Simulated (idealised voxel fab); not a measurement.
The process module presented herein is designated voxel wiring stack.
Pictured: cross-section cut, 230 nm wide, on a grid of 5 nm square cells.
Square cells in a grid make up a cross-section in this document, and the grid is given as bands, listed from the top down, each one or more rows of cells.
Top, bottom (nm), then materials left to right with widths (nm); lone material tagged "full width" fills the whole band edge to edge; "air" = empty space.
Basically, 0 is our baseline, since under it the wafer straight out of the box is all one material. The bottom band has no lower end and keeps on going down, so it looks like "z 0 and below".
Top row gets the first number, bottom row gets the second, and each row in between changes by the same step: that is how a band width like "30..40" works.
Key: "no change occurred" - step with no changed cell in the cross-section.
"Voids, sealed": empty spaces of 8 cells or more with no open way to the top, each given as width x height at distance, distance from the left edge, all in nm.
Post-settings text on a step line: simulator's own remark regarding the step.
For masked steps, "overlay nm" on the step line gives how far right of plan the mask actually lay; a minus sign means it lay to the left.
**The process steps that were planned are listed below**
step 1: RECEIVE,material Si
step 2: CONFORMAL_DEP,material SiO2,thk nm 10
step 3: DIRECTIONAL_DEP,material TiN,thk nm 5
step 4: DIRECTIONAL_DEP,material Ru,thk nm 25
step 5: PATTERN,tone cover,mask id METAL_1,material resist,width nm 25,pitch nm 55,thk nm 20,overlay nm 0
step 6: DIRECTIONAL_ETCH,etch materials Ru,depth nm 25
step 7: DIRECTIONAL_ETCH,etch materials TiN,depth nm 5
step 8: STRIP,etch materials resist
step 9: FILL_DEP,material SiO2,thk nm 10
step 10: CMP,height nm 40
step 11: CONFORMAL_DEP,material SiCN,thk nm 5
step 12: DIRECTIONAL_DEP,material lowk,thk nm 20
step 13: MASKED_ETCH,tone open,mask id PLUG_1,width nm 15,pitch nm 55,etch materials lowk,depth nm 20,overlay nm 0
step 14: MASKED_ETCH,tone open,mask id PLUG_1,width nm 15,pitch nm 55,etch materials SiCN,depth nm 5,overlay nm 0
step 15: EPI,material Ru,thk nm 10
step 16: EPI,material Ru,thk nm 10
step 17: EPI,material Ru,thk nm 5
step 18: CONFORMAL_DEP,material SiN,thk nm 5
step 19: DIRECTIONAL_DEP,material lowk,thk nm 20
step 20: MASKED_ETCH,tone open,mask id METAL_2,width nm 25,pitch nm 55,etch materials lowk,depth nm 20,overlay nm 0
step 21: MASKED_ETCH,tone open,mask id METAL_2,width nm 25,pitch nm 55,etch materials SiN,depth nm 5,overlay nm 0
step 22: CONFORMAL_DEP,material TiN,thk nm 5
step 23: FILL_DEP,material Ru,thk nm 10
step 24: CMP,height nm 90
step 25: EPI,material Ru,thk nm 5
step 26: FILL_DEP,material SiCN,thk nm 5
step 27: DIRECTIONAL_DEP,material lowk,thk nm 35
step 28: DIRECTIONAL_DEP,material aC,thk nm 10
step 29: PATTERN,tone open,mask id METAL_3,material resist,width nm 25,pitch nm 55,thk nm 25,overlay nm 0
step 30: DIRECTIONAL_ETCH,etch materials aC,depth nm 10
step 31: STRIP,etch materials resist
step 32: DIRECTIONAL_ETCH,etch materials lowk,depth nm 20
step 33: STRIP,etch materials aC
step 34: DIRECTIONAL_DEP,material aC,thk nm 10
step 35: PATTERN,tone open,mask id METAL_3_HOLES,material resist,width nm 15,pitch nm 55,thk nm 30,overlay nm 0
step 36: DIRECTIONAL_ETCH,etch materials aC,depth nm 10
step 37: STRIP,etch materials resist
step 38: DIRECTIONAL_ETCH,etch materials lowk,depth nm 15
step 39: DIRECTIONAL_ETCH,etch materials SiCN,depth nm 5
step 40: STRIP,etch materials aC
step 41: CONFORMAL_DEP,material TiN,thk nm 5
step 42: FILL_DEP,material Cu,thk nm 10
step 43: CMP,height nm 135
step 44: CONFORMAL_DEP,material SiN,thk nm 5
**Wafer cross-section on receipt, i.e. after step 1**
- z 0 and below: Si full width
- Voids, sealed: none
**Wafer cross-section at module end: first of two, run to plan**
- z 140 to 135: SiN full width
- z 135 to 120: lowk=75, TiN=5, Cu=15, TiN=5, lowk=30, TiN=5, Cu=15, TiN=5, lowk=75
- z 120 to 115: lowk=75, TiN=5, Cu=5, TiN=15, lowk=30, TiN=5, Cu=5, TiN=15, lowk=75
- z 115 to 100: lowk=75, TiN=5, Cu=5, TiN=5, lowk=40, TiN=5, Cu=5, TiN=5, lowk=85
- z 100 to 95: SiCN=75, TiN=15, SiCN=40, TiN=15, SiCN=85
- z 95 to 90: SiCN=70, Ru=35, SiCN=20, Ru=35, SiCN=70
- z 90 to 70: lowk=75, TiN=5, Ru=15, TiN=5, lowk=30, TiN=5, Ru=15, TiN=5, lowk=75
- z 70 to 65: SiN=75, TiN=25, SiN=30, TiN=25, SiN=75
- z 65 to 45: lowk=75, Ru=15, lowk=40, Ru=15, lowk=85
- z 45 to 40: SiCN=75, Ru=15, SiCN=40, Ru=15, SiCN=85
- z 40 to 15: SiO2=75, Ru=25, SiO2=30, Ru=25, SiO2=75
- z 15 to 10: SiO2=75, TiN=25, SiO2=30, TiN=25, SiO2=75
- z 10 to 0: SiO2 full width
- z 0 and below: Si full width
- Voids, sealed: none
**Same start, same plan as the first wafer - but one mistake in the run. Cross-section of the second of the two at the end of the module**
- z 140 to 135: SiN full width
- z 135 to 120: lowk=75, TiN=5, lowk=15, TiN=5, lowk=30, TiN=5, lowk=15, TiN=5, lowk=75
- z 120 to 115: lowk=75, TiN=5, lowk=5, TiN=15, lowk=30, TiN=5, lowk=5, TiN=15, lowk=75
- z 115 to 100: lowk=75, TiN=5, lowk=5, TiN=5, lowk=40, TiN=5, lowk=5, TiN=5, lowk=85
- z 100 to 95: SiCN=75, TiN=15, SiCN=40, TiN=15, SiCN=85
- z 95 to 90: SiCN=70, Ru=35, SiCN=20, Ru=35, SiCN=70
- z 90 to 70: lowk=75, TiN=5, Ru=15, TiN=5, lowk=30, TiN=5, Ru=15, TiN=5, lowk=75
- z 70 to 65: SiN=75, TiN=25, SiN=30, TiN=25, SiN=75
- z 65 to 45: lowk=75, Ru=15, lowk=40, Ru=15, lowk=85
- z 45 to 40: SiCN=75, Ru=15, SiCN=40, Ru=15, SiCN=85
- z 40 to 15: SiO2=75, Ru=25, SiO2=30, Ru=25, SiO2=75
- z 15 to 10: SiO2=75, TiN=25, SiO2=30, TiN=25, SiO2=75
- z 10 to 0: SiO2 full width
- z 0 and below: Si full width
- Voids, sealed: none
Want to know what went wrong? not per plan at step 42, really ran FILL_DEP,material lowk,thk nm 10
FYI, end of process, the second wafer has more or fewer cells of some materials than the first: 26 fewer of Cu; 26 more of lowk
